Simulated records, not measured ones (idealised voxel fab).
A process module follows: voxel transistor to metal.
We display cut, a cross-section 155 nm in width whose square cells are each 5 nm.
Bands, listed from the top down, are how a cross-section gets written in this document; the cross-section itself is a grid of square cells, and a band is one or more rows of them. Heads up on the band format: heights come first, top then bottom, in nm. After that it's the materials left to right, each with its width in nm. A single material flagged "throughout" fills the whole band edge to edge, and "blank" means there's empty space there. For the purposes of this specification, 0 denotes the height below which the wafer in its as-received condition is composed wholly of one material, and the lowermost band, lacking a lower limit, extends downward without end, as expressed in "0..down". A two-number width, for instance "30..40", indicates that the width is equal to the first number in the top row of the band and to the second number in the bottom row, and that it changes by a constant amount per row of cells. You'll sometimes find "no alteration" written for a step, and that's the way of saying that nowhere in the cross-section did a cell change during that step. "Fully sealed voids": sealed empty spaces, 8 cells or more, no open way to top, listed width x height at distance, with distance from the left edge and width, height and distance in nm. Note: text after step settings on the step line = simulator remark on that step. "overlay nm" answers the question of how far to the right of plan the mask lay on a step that has a mask, and when it is negative the answer is to the left.
**Set out below are the planned steps of the process**
- 1: RECEIVE: material Si
- 2: OXIDIZE: depth nm 5
- 3: CONFORMAL_DEP: material SiN, thk nm 10
- 4: PATTERN: tone cover, mask id ACTIVE, material resist, width nm 110, thk nm 15, overlay nm 0
- 5: DIRECTIONAL_ETCH: etch materials SiN, depth nm 10
- 6: DIRECTIONAL_ETCH: etch materials SiO2, depth nm 5
- 7: DIRECTIONAL_ETCH: etch materials Si, depth nm 20
- 8: STRIP: etch materials resist
- 9: OXIDIZE: depth nm 5
- 10: FILL_DEP: material SiO2, thk nm 5
- 11: CMP: height nm 10
- 12: SELECTIVE_ETCH: etch materials SiO2, depth nm 5
- 13: STRIP: etch materials SiN
- 14: SELECTIVE_ETCH: etch materials SiO2, depth nm 5
- 15: OXIDIZE: depth nm 5
- 16: DIRECTIONAL_DEP: material polySi, thk nm 25
- 17: DIRECTIONAL_DEP: material SiCN, thk nm 15
- 18: DIRECTIONAL_DEP: material aC, thk nm 10
- 19: PATTERN: tone cover, mask id GATE, material resist, width nm 30, thk nm 30, overlay nm 0
- 20: DIRECTIONAL_ETCH: etch materials aC, depth nm 10
- 21: STRIP: etch materials resist
- 22: DIRECTIONAL_ETCH: etch materials SiCN, depth nm 25
- 23: DIRECTIONAL_ETCH: etch materials polySi, depth nm 35
- 24: STRIP: etch materials aC
- 25: CONFORMAL_DEP: material SiO2, thk nm 5
- 26: DIRECTIONAL_ETCH: etch materials SiO2, depth nm 5
- 27: CONFORMAL_DEP: material SiN, thk nm 5
- 28: DIRECTIONAL_ETCH: etch materials SiN, depth nm 5
- 29: DIRECTIONAL_ETCH: etch materials SiO2, depth nm 5
- 30: DIRECTIONAL_ETCH: etch materials Si, depth nm 5
- 31: EPI: material pSi, thk nm 10
- 32: FILL_DEP: material SiO2, thk nm 5
- 33: CMP: height nm 20
- 34: STRIP: etch materials polySi
- 35: SELECTIVE_ETCH: etch materials SiO2, depth nm 5
- 36: CONFORMAL_DEP: material HfO2, thk nm 5
- 37: CONFORMAL_DEP: material TiN, thk nm 5
- 38: FILL_DEP: material W, thk nm 5
- 39: CMP: height nm 15
- 40: DIRECTIONAL_DEP: material SiO2, thk nm 10
- 41: PATTERN: tone open, mask id CONTACT, material resist, width nm 20, pitch nm 80, thk nm 20, overlay nm 0
- 42: DIRECTIONAL_ETCH: etch materials SiO2, depth nm 30
- 43: STRIP: etch materials resist
- 44: CONFORMAL_DEP: material TiN, thk nm 5
- 45: FILL_DEP: material W, thk nm 10
- 46: CMP: height nm 25
- 47: DIRECTIONAL_DEP: material TiN, thk nm 5
- 48: DIRECTIONAL_DEP: material W, thk nm 25
- 49: PATTERN: tone cover, mask id METAL_1, material resist, width nm 20, pitch nm 80, thk nm 20, overlay nm 0
- 50: DIRECTIONAL_ETCH: etch materials W, depth nm 25
- 51: DIRECTIONAL_ETCH: etch materials TiN, depth nm 5
- 52: STRIP: etch materials resist
- 53: CONFORMAL_DEP: material SiN, thk nm 5
- 54: FILL_DEP: material SiO2, thk nm 5
- 55: CMP: height nm 55
- 56: CONFORMAL_DEP: material SiCN, thk nm 5
- 57: DIRECTIONAL_DEP: material SiO2, thk nm 35
- 58: DIRECTIONAL_DEP: material aC, thk nm 10
- 59: PATTERN: tone open, mask id METAL_2, material resist, width nm 20, pitch nm 80, thk nm 30, overlay nm 0
- 60: DIRECTIONAL_ETCH: etch materials aC, depth nm 10
- 61: STRIP: etch materials resist
- 62: DIRECTIONAL_ETCH: etch materials SiO2, depth nm 20
- 63: STRIP: etch materials aC
- 64: DIRECTIONAL_DEP: material aC, thk nm 15
- 65: PATTERN: tone open, mask id METAL_2_HOLES, material resist, width nm 15, pitch nm 80, thk nm 30, overlay nm 0
- 66: DIRECTIONAL_ETCH: etch materials aC, depth nm 15
- 67: STRIP: etch materials resist
- 68: DIRECTIONAL_ETCH: etch materials SiO2, depth nm 15
- 69: DIRECTIONAL_ETCH: etch materials SiCN, depth nm 5
- 70: STRIP: etch materials aC
- 71: CONFORMAL_DEP: material TiN, thk nm 5
- 72: FILL_DEP: material Cu, thk nm 10
- 73: CMP: height nm 95
- 74: CONFORMAL_DEP: material SiCN, thk nm 5
**Cross-section of the wafer as it came to us, i.e., already through step 1**
0..down  Si throughout
Fully sealed voids: none
**Here's the cross-section of the first of our two wafers at the end of the module - it ran as planned**
100..95  SiCN throughout
95..80  25 of SiO2 / 5 of TiN / 10 of Cu / 5 of TiN / 60 of SiO2 / 5 of TiN / 10 of Cu / 5 of TiN / 30 of SiO2
80..75  25 of SiO2 / 5 of TiN / 5 of Cu / 10 of TiN / 60 of SiO2 / 5 of TiN / 5 of Cu / 10 of TiN / 30 of SiO2
75..60  25 of SiO2 / 5 of TiN / 5 of Cu / 5 of TiN / 65 of SiO2 / 5 of TiN / 5 of Cu / 5 of TiN / 35 of SiO2
60..55  25 of SiCN / 15 of TiN / 65 of SiCN / 15 of TiN / 35 of SiCN
55..30  20 of SiO2 / 5 of SiN / 20 of W / 5 of SiN / 50 of SiO2 / 5 of SiN / 20 of W / 5 of SiN / 25 of SiO2
30..25  25 of SiN / 20 of TiN / 60 of SiN / 20 of TiN / 30 of SiN
25..15  25 of SiO2 / 5 of TiN / 10 of W / 5 of TiN / 60 of SiO2 / 5 of TiN / 10 of W / 5 of TiN / 30 of SiO2
15..5  25 of SiO2 / 5 of TiN / 10 of W / 5 of TiN / 5 of SiO2 / 5 of SiN / 5 of HfO2 / 5 of TiN / 20 of W / 5 of TiN / 5 of HfO2 / 5 of SiN / 5 of SiO2 / 5 of TiN / 10 of W / 5 of TiN / 30 of SiO2
5..0  25 of SiO2 / 5 of TiN / 5 of W / 10 of TiN / 5 of SiO2 / 5 of SiN / 5 of HfO2 / 5 of TiN / 20 of W / 5 of TiN / 5 of HfO2 / 5 of SiN / 5 of SiO2 / 10 of TiN / 5 of W / 5 of TiN / 30 of SiO2
0..-5  20 of SiO2 / 5 of SiN / 15 of TiN / 10 of pSi / 5 of SiN / 5 of HfO2 / 30 of TiN / 5 of HfO2 / 5 of SiN / 10 of pSi / 15 of TiN / 5 of SiN / 25 of SiO2
-5..-10  25 of SiO2 / 25 of pSi / 5 of SiO2 / 40 of HfO2 / 5 of SiO2 / 25 of pSi / 30 of SiO2
-10..-15  25 of SiO2 / 25 of pSi / 50 of Si / 25 of pSi / 30 of SiO2
-15..-30  25 of SiO2 / 100 of Si / 30 of SiO2
-30..down  Si throughout
Fully sealed voids: none
**Here's the second of our two wafers sectioned at module end. Same start as the first, same plan, but one mistake got made running it**
100..95  SiCN throughout
95..85  25 of SiO2 / 5 of TiN / 15 of Cu / 5 of TiN / 55 of SiO2 / 5 of TiN / 15 of Cu / 5 of TiN / 25 of SiO2
85..80  25 of SiO2 / 5 of TiN / 10 of Cu / 10 of TiN / 55 of SiO2 / 5 of TiN / 10 of Cu / 10 of TiN / 25 of SiO2
80..75  25 of SiO2 / 20 of TiN / 60 of SiO2 / 20 of TiN / 30 of SiO2
75..60  35 of SiO2 / 10 of TiN / 70 of SiO2 / 10 of TiN / 30 of SiO2
60..55  35 of SiCN / 10 of TiN / 70 of SiCN / 10 of TiN / 30 of SiCN
55..30  20 of SiO2 / 5 of SiN / 20 of W / 5 of SiN / 50 of SiO2 / 5 of SiN / 20 of W / 5 of SiN / 25 of SiO2
30..25  25 of SiN / 20 of TiN / 60 of SiN / 20 of TiN / 30 of SiN
25..15  25 of SiO2 / 5 of TiN / 10 of W / 5 of TiN / 60 of SiO2 / 5 of TiN / 10 of W / 5 of TiN / 30 of SiO2
15..5  25 of SiO2 / 5 of TiN / 10 of W / 5 of TiN / 5 of SiO2 / 5 of SiN / 5 of HfO2 / 5 of TiN / 20 of W / 5 of TiN / 5 of HfO2 / 5 of SiN / 5 of SiO2 / 5 of TiN / 10 of W / 5 of TiN / 30 of SiO2
5..0  25 of SiO2 / 5 of TiN / 5 of W / 10 of TiN / 5 of SiO2 / 5 of SiN / 5 of HfO2 / 5 of TiN / 20 of W / 5 of TiN / 5 of HfO2 / 5 of SiN / 5 of SiO2 / 10 of TiN / 5 of W / 5 of TiN / 30 of SiO2
0..-5  20 of SiO2 / 5 of SiN / 15 of TiN / 10 of pSi / 5 of SiN / 5 of HfO2 / 30 of TiN / 5 of HfO2 / 5 of SiN / 10 of pSi / 15 of TiN / 5 of SiN / 25 of SiO2
-5..-10  25 of SiO2 / 25 of pSi / 5 of SiO2 / 40 of HfO2 / 5 of SiO2 / 25 of pSi / 30 of SiO2
-10..-15  25 of SiO2 / 25 of pSi / 50 of Si / 25 of pSi / 30 of SiO2
-15..-30  25 of SiO2 / 100 of Si / 30 of SiO2
-30..down  Si throughout
Fully sealed voids: none
Run error: planned and actual differ for step 65; actual: PATTERN: tone open, mask id METAL_2_HOLES, material resist, width nm 15, pitch nm 80, thk nm 30, overlay nm 10
Cell-count delta at end, second wafer over first, by material: -4 Cu; +2 SiCN; +2 TiN
